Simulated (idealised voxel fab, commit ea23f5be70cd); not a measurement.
voxel self aligned contacts: a process module
Each square cell in cross-section cut measures 5 nm, and the section as a whole is 260 nm wide.
If you're reading a cross-section in this doc, picture square cells in a grid; it comes to you as bands, top ones listed first down to the bottom, and a band can be one or more rows of cells.
In this notation a band is specified by the heights of its top and bottom, in that order and in nm, after which its materials appear from left to right, each paired with its width in nm. The word "edge to edge" attached to a single material means that material fills the band from edge to edge; the word "empty" stands for empty space.
Ref level 0: as-received wafer is one material below here. Bottom band extends down with no lower bound ("0 down").
The width entry "30->40" should be interpreted row by row: the top row of cells in the band takes the first number, the bottom row takes the second number, and the change between adjacent rows is uniform throughout.
Given "remained unchanged" for a step, no cell of the cross-section differs between before and after that step.
Closed empty spaces (no open way to the top) of 8 cells or more are what "Voids, sealed" lists, each as width x height at distance from the left edge, nm for all three.
after a step's settings: what the simulator itself notes on the step
"overlay nm", when on a step's line for a step with a mask, measures how far to the right of its planned place the mask lay; a negative measure means to the left.

-- The planned process steps are enumerated hereunder
1: RECEIVE | material Si
2: OXIDIZE | depth nm 5
3: DIRECTIONAL_DEP | material polySi | thk nm 30
4: DIRECTIONAL_DEP | material SiN | thk nm 15
5: MASKED_ETCH | tone cover | mask id GATE | width nm 25 | pitch nm 60 | etch materials SiN | depth nm 15 | overlay nm 0
6: MASKED_ETCH | tone cover | mask id GATE | width nm 25 | pitch nm 60 | etch materials polySi | depth nm 30 | overlay nm 0
7: CONFORMAL_DEP | material SiN | thk nm 5
8: DIRECTIONAL_ETCH | etch materials SiN | depth nm 5
9: FILL_DEP | material SiO2 | thk nm 20
10: CMP | height nm 55
11: MASKED_ETCH | tone open | mask id CONTACT | width nm 45 | etch materials SiO2 | depth nm 60 | overlay nm 0
12: CONFORMAL_DEP | material TiN | thk nm 5
13: FILL_DEP | material W | thk nm 10
14: CMP | height nm 55
15: CONFORMAL_DEP | material SiN | thk nm 5

-- Incoming wafer in cross-section (state: after step 1)
- 0 down = Si edge to edge
- Voids, sealed: none

-- Here's the wafer cut in cross-section after the module, started and planned just like above, except one thing was done wrong in the run
- 60 to 55 = SiN edge to edge
- 55 to 50 = 105 SiO2; 15 TiN; 15 W; 15 TiN; 110 SiO2
- 50 to 35 = 80 SiO2; 35 SiN; 5 TiN; 15 W; 5 TiN; 35 SiN; 85 SiO2
- 35 to 10 = 80 SiO2; 5 SiN; 25 polySi; 5 SiN; 5 TiN; 15 W; 5 TiN; 5 SiN; 25 polySi; 5 SiN; 85 SiO2
- 10 to 5 = 80 SiO2; 5 SiN; 25 polySi; 5 SiN; 25 TiN; 5 SiN; 25 polySi; 5 SiN; 85 SiO2
- 5 to 0 = polySi edge to edge
- 0 to -5 = SiO2 edge to edge
- -5 down = Si edge to edge
- Voids, sealed: none
What broke from the plan during processing? step 3 ran differently from the plan; actual operation with settings: DIRECTIONAL_DEP | material polySi | thk nm 35
